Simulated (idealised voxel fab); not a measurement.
Process module heading - voxel ribs on slabs
Section shown: cut. Width: 270 nm. Cell size: 5 nm, square.
Throughout this document, each cross-section is represented as a grid of square cells and is presented as a sequence of bands enumerated from the top downward, where a band comprises one or more rows of cells.
Heights first: top, then bottom, in nm. Then materials, left to right, each with a width in nm. "everywhere" on a single material: fills the band edge to edge. "blank": empty space.
Zero point of the height axis is 0; under it, received wafer = one material. Lowest band: continues down indefinitely, "0 -> down".
The width entry "30..40" should be interpreted row by row: the top row of cells in the band takes the first number, the bottom row takes the second number, and the change between adjacent rows is uniform throughout.
Given "no modifications" for a step, no cell of the cross-section differs between before and after that step.
"Closed empty spaces" enumerates empty spaces isolated from the top, with no open way to it, that contain at least 8 cells, giving each as width x height at distance from the left edge, all three in nm.
On a step's line, text after the settings is the simulator commenting on that step.
"overlay nm" on a masked step: distance the mask lay right of its planned place, negative for left.

[plan]
- 1: RECEIVE,material Si
- 2: DIRECTIONAL_DEP,material SiO2,thk nm 25
- 3: DIRECTIONAL_DEP,material polySi,thk nm 25
- 4: DIRECTIONAL_DEP,material aC,thk nm 15
- 5: PATTERN,tone cover,mask id RIB,material resist,width nm 15,thk nm 35,overlay nm 0
- 6: DIRECTIONAL_ETCH,etch materials aC,depth nm 15
- 7: STRIP,etch materials resist
- 8: DIRECTIONAL_ETCH,etch materials polySi,depth nm 15
- 9: STRIP,etch materials aC
- 10: PATTERN,tone cover,mask id SLAB,material resist,width nm 75,thk nm 20,overlay nm 0
- 11: DIRECTIONAL_ETCH,etch materials polySi,depth nm 10
- 12: STRIP,etch materials resist
- 13: FILL_DEP,material SiO2,thk nm 20
- 14: CMP,height nm 60
- 15: DIRECTIONAL_DEP,material W,thk nm 5
- 16: DIRECTIONAL_DEP,material aC,thk nm 10
- 17: PATTERN,tone cover,mask id HEATER,material resist,width nm 25,thk nm 30,overlay nm 0
- 18: DIRECTIONAL_ETCH,etch materials aC,depth nm 10
- 19: STRIP,etch materials resist
- 20: DIRECTIONAL_ETCH,etch materials W,depth nm 5
- 21: STRIP,etch materials aC
- 22: CONFORMAL_DEP,material SiO2,thk nm 5

[Cross-section of the incoming wafer, state after step 1]
- 0 -> down | Si everywhere
- Closed empty spaces: none

[Result of the module, cross-sectioned: start per above, plan per above, one error in how it was run]
- 70 -> 65 | 110 blank / 45 SiO2 / 115 blank
- 65 -> 60 | 115 SiO2 / 35 W / 120 SiO2
- 60 -> 50 | SiO2 everywhere
- 50 -> 35 | 125 SiO2 / 15 polySi / 130 SiO2
- 35 -> 25 | 95 SiO2 / 75 polySi / 100 SiO2
- 25 -> 0 | SiO2 everywhere
- 0 -> down | Si everywhere
- Closed empty spaces: none
Where did the run depart from the plan? note that step 17 departed from the planned setting and was carried out as PATTERN,tone cover,mask id HEATER,material resist,width nm 35,thk nm 30,overlay nm 0
